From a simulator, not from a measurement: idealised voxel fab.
Herein follows the process module entitled voxel self aligned vias.
Cross-section cut: width 225 nm, square cells of 5 nm.
Reading order for cross-sections: top band down to bottom band. Underlying form: a grid of square cells. Band size: one or more rows of cells.
First you get the band's top height and its bottom height, in nm, and then the materials it's made of, left to right, with each width in nm. If you see a single material with "edge to edge", that one covers the band edge to edge. "blank" is empty space.
Basically, 0 is our baseline, since under it the wafer straight out of the box is all one material. The bottom band has no lower end and keeps on going down, so it looks like "0 -> down".
Read "30 to 40" as a graded width: first number on top, second number at the bottom, same change between each pair of neighbouring rows.
"stayed the same" for a step: no cell of the cross-section changed in that step.
"Voids, sealed" contains a list of empty spaces, each no smaller than 8 cells and without an open way to the top, written in the form width x height at distance with the distance from the left edge and all three in nm.
If you see something after the settings on a step's line, that's the simulator's own remark about that step.
The "overlay nm" setting may appear on a step's line; for a step that uses a mask, it gives how far to the right of its planned position the mask lay, and a negative value indicates the left.
# This section lists the process steps that were planned
1,RECEIVE with material Si
2,CONFORMAL_DEP with material SiO2, thk nm 15
3,CONFORMAL_DEP with material SiCN, thk nm 5
4,DIRECTIONAL_DEP with material lowk, thk nm 25
5,DIRECTIONAL_DEP with material aC, thk nm 10
6,PATTERN with tone open, mask id LINES, material resist, width nm 20, pitch nm 65, thk nm 25, overlay nm 0
7,DIRECTIONAL_ETCH with etch materials aC, depth nm 10
8,STRIP with etch materials resist
9,DIRECTIONAL_ETCH with etch materials lowk, depth nm 25
10,STRIP with etch materials aC
11,CONFORMAL_DEP with material TiN, thk nm 5
12,FILL_DEP with material Ru, thk nm 10
13,CMP with height nm 45
14,SELECTIVE_ETCH with etch materials W Ru TiN, depth nm 5
15,FILL_DEP with material SiN, thk nm 10
16,CMP with height nm 45
17,DIRECTIONAL_DEP with material lowk, thk nm 15
18,DIRECTIONAL_DEP with material aC, thk nm 15
19,PATTERN with tone open, mask id VIAS, material resist, width nm 40, pitch nm 130, thk nm 30, overlay nm 0
20,DIRECTIONAL_ETCH with etch materials aC, depth nm 15
21,STRIP with etch materials resist
22,DIRECTIONAL_ETCH with etch materials lowk, depth nm 15
23,DIRECTIONAL_ETCH with etch materials SiN, depth nm 5
24,STRIP with etch materials aC
25,CONFORMAL_DEP with material TiN, thk nm 5
26,FILL_DEP with material Cu, thk nm 5
27,CMP with height nm 60
28,CONFORMAL_DEP with material SiN, thk nm 5
# Shown in cross-section is the wafer as received, that is, as it stands after step 1
0 -> down: Si edge to edge
Voids, sealed: none
# a wafer at the end: this start, this plan, one mistake
65 -> 60: SiN edge to edge
60 -> 50: lowk=25 / TiN=5 / Cu=30 / TiN=5 / lowk=90 / TiN=5 / Cu=30 / TiN=5 / lowk=30
50 -> 45: lowk=25 / TiN=40 / lowk=90 / TiN=40 / lowk=30
45 -> 40: SiN=25 / TiN=10 / lowk=20 / TiN=10 / SiN=35 / lowk=20 / SiN=35 / TiN=10 / lowk=20 / TiN=10 / SiN=30
40 -> 25: Ru=30 / TiN=5 / lowk=20 / TiN=5 / Ru=35 / TiN=5 / lowk=20 / TiN=5 / Ru=35 / TiN=5 / lowk=20 / TiN=5 / Ru=35
25 -> 20: TiN=35 / lowk=20 / TiN=45 / lowk=20 / TiN=45 / lowk=20 / TiN=40
20 -> 15: SiCN edge to edge
15 -> 0: SiO2 edge to edge
0 -> down: Si edge to edge
Voids, sealed: none
It is concluded that the wafer was processed incorrectly with respect to the plan, in that it should be noted that step 6 was executed with settings other than those planned, the operation and settings actually applied being PATTERN with tone cover, mask id LINES, material resist, width nm 20, pitch nm 65, thk nm 25, overlay nm 0
